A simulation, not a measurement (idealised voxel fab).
Process module under the name voxel transistor to metal
The figure presents cross-section cut, which has a width of 155 nm and is divided into square cells with an edge length of 5 nm.
We lay out every cross-section as a grid of square cells and spell it out in bands from the top down, where one band means one or more rows of cells.
Heights first: top, then bottom, in nm. Then materials, left to right, each with a width in nm. "throughout" on a single material: fills the band edge to edge. "empty": empty space.
Heights are reckoned from 0. Under this level, the received wafer is all of one material. The bottommost band is open-ended downward, for example "0 nm and below".
Top row gets the first number, bottom row gets the second, and each row in between changes by the same step: that is how a band width like "30..40" works.
Any step labelled "no modification" changed none of the cells in the cross-section.
In "Closed-off voids" the enclosed voids are listed, meaning empty spaces of 8 cells or larger without any opening to the top. The form is width x height at distance, distance from the left edge, units nm.
Where a step's line continues beyond its settings, the continuation is a remark by the simulator itself on that step.
overlay nm: for a step with a mask, the amount by which the mask lay right of where it was planned; a negative amount means left of it.
-- This section lists the process steps that were planned
1: RECEIVE: material Si
2: CONFORMAL_DEP: material SiO2, thk nm 5
3: CONFORMAL_DEP: material SiN, thk nm 10
4: PATTERN: tone cover, mask id ACTIVE, material resist, width nm 100, thk nm 20, overlay nm 0
5: DIRECTIONAL_ETCH: etch materials SiN, depth nm 10
6: DIRECTIONAL_ETCH: etch materials SiO2, depth nm 5
7: DIRECTIONAL_ETCH: etch materials Si, depth nm 25
8: STRIP: etch materials resist
9: OXIDIZE: depth nm 5
10: FILL_DEP: material SiO2, thk nm 5
11: CMP: height nm 15
12: SELECTIVE_ETCH: etch materials SiO2, depth nm 5
13: STRIP: etch materials SiN
14: SELECTIVE_ETCH: etch materials SiO2, depth nm 5
15: OXIDIZE: depth nm 5
16: DIRECTIONAL_DEP: material polySi, thk nm 30
17: DIRECTIONAL_DEP: material SiCN, thk nm 15
18: MASKED_ETCH: tone cover, mask id GATE, width nm 20, etch materials SiCN, depth nm 25, overlay nm 0
19: MASKED_ETCH: tone cover, mask id GATE, width nm 20, etch materials polySi, depth nm 40, overlay nm 0
20: CONFORMAL_DEP: material SiN, thk nm 10
21: DIRECTIONAL_ETCH: etch materials SiN, depth nm 10
22: DIRECTIONAL_ETCH: etch materials SiO2, depth nm 5
23: EPI: material SiGe, thk nm 5
24: FILL_DEP: material SiO2, thk nm 10
25: CMP: height nm 45
26: DIRECTIONAL_DEP: material SiO2, thk nm 10
27: PATTERN: tone open, mask id CONTACT, material resist, width nm 15, pitch nm 65, thk nm 20, overlay nm 0
28: DIRECTIONAL_ETCH: etch materials SiO2, depth nm 55
29: STRIP: etch materials resist
30: CONFORMAL_DEP: material TiN, thk nm 5
31: FILL_DEP: material W, thk nm 5
32: CMP: height nm 55
33: DIRECTIONAL_DEP: material TiN, thk nm 5
34: DIRECTIONAL_DEP: material Ru, thk nm 20
35: PATTERN: tone cover, mask id METAL_1, material resist, width nm 15, pitch nm 65, thk nm 20, overlay nm 0
36: DIRECTIONAL_ETCH: etch materials Ru, depth nm 20
37: DIRECTIONAL_ETCH: etch materials TiN, depth nm 5
38: STRIP: etch materials resist
39: FILL_DEP: material SiO2, thk nm 10
40: CMP: height nm 80
41: CONFORMAL_DEP: material SiCN, thk nm 5
42: DIRECTIONAL_DEP: material lowk, thk nm 25
43: DIRECTIONAL_DEP: material aC, thk nm 10
44: PATTERN: tone open, mask id METAL_2, material resist, width nm 15, pitch nm 65, thk nm 30, overlay nm 0
45: DIRECTIONAL_ETCH: etch materials aC, depth nm 10
46: STRIP: etch materials resist
47: DIRECTIONAL_ETCH: etch materials lowk, depth nm 15
48: STRIP: etch materials aC
49: MASKED_ETCH: tone open, mask id METAL_2_HOLES, width nm 15, pitch nm 65, etch materials lowk, depth nm 10, overlay nm 0
50: MASKED_ETCH: tone open, mask id METAL_2_HOLES, width nm 15, pitch nm 65, etch materials SiCN, depth nm 5, overlay nm 0
51: CONFORMAL_DEP: material TiN, thk nm 5
52: FILL_DEP: material Cu, thk nm 10
53: CMP: height nm 110
54: CONFORMAL_DEP: material SiN, thk nm 5
-- So this is the incoming wafer in cross-section - it's already been through step 1
> 0 nm and below  Si throughout
> Closed-off voids: none
-- This is how the wafer looks in cross-section once the module is done, given the starting state and plan above and one mistake in carrying the plan out
> 115 nm to 110 nm  SiN throughout
> 110 nm to 100 nm  30 of lowk; 5..10 of TiN; 15..5 of Cu; 5..10 of TiN; 40 of lowk; 5..10 of TiN; 15..5 of Cu; 5..10 of TiN; 35 of lowk
> 100 nm to 85 nm  35 of lowk; 5 of TiN; 5 of Cu; 5 of TiN; 50 of lowk; 5 of TiN; 5 of Cu; 5 of TiN; 40 of lowk
> 85 nm to 80 nm  35 of SiCN; 15 of TiN; 50 of SiCN; 15 of TiN; 40 of SiCN
> 80 nm to 60 nm  35 of SiO2; 15 of Ru; 50 of SiO2; 15 of Ru; 40 of SiO2
> 60 nm to 55 nm  35 of SiO2; 15 of TiN; 50 of SiO2; 15 of TiN; 40 of SiO2
> 55 nm to 45 nm  35 of SiO2; 5 of TiN; 5 of W; 5 of TiN; 50 of SiO2; 5 of TiN; 5 of W; 5 of TiN; 40 of SiO2
> 45 nm to 30 nm  35 of SiO2; 5 of TiN; 5 of W; 5 of TiN; 5 of SiO2; 10 of SiN; 20 of SiCN; 10 of SiN; 5 of SiO2; 5 of TiN; 5 of W; 5 of TiN; 40 of SiO2
> 30 nm to 5 nm  35 of SiO2; 5 of TiN; 5 of W; 5 of TiN; 5 of SiO2; 10 of SiN; 20 of polySi; 10 of SiN; 5 of SiO2; 5 of TiN; 5 of W; 5 of TiN; 40 of SiO2
> 5 nm to 0 nm  20 of SiO2; 10 of SiN; 5 of SiO2; 15 of TiN; 5 of SiO2; 10 of SiN; 20 of polySi; 10 of SiN; 5 of SiO2; 15 of TiN; 5 of SiO2; 10 of SiN; 25 of SiO2
> 0 nm to -5 nm  30 of SiO2; 25 of SiGe; 40 of SiO2; 25 of SiGe; 35 of SiO2
> -5 nm to -30 nm  30 of SiO2; 90 of Si; 35 of SiO2
> -30 nm and below  Si throughout
> Closed-off voids: none
Where did the run depart from the plan? step 49, actual vs plan mismatch, actual run MASKED_ETCH: tone open, mask id METAL_2_HOLES, width nm 25, pitch nm 65, etch materials lowk, depth nm 10, overlay nm 0
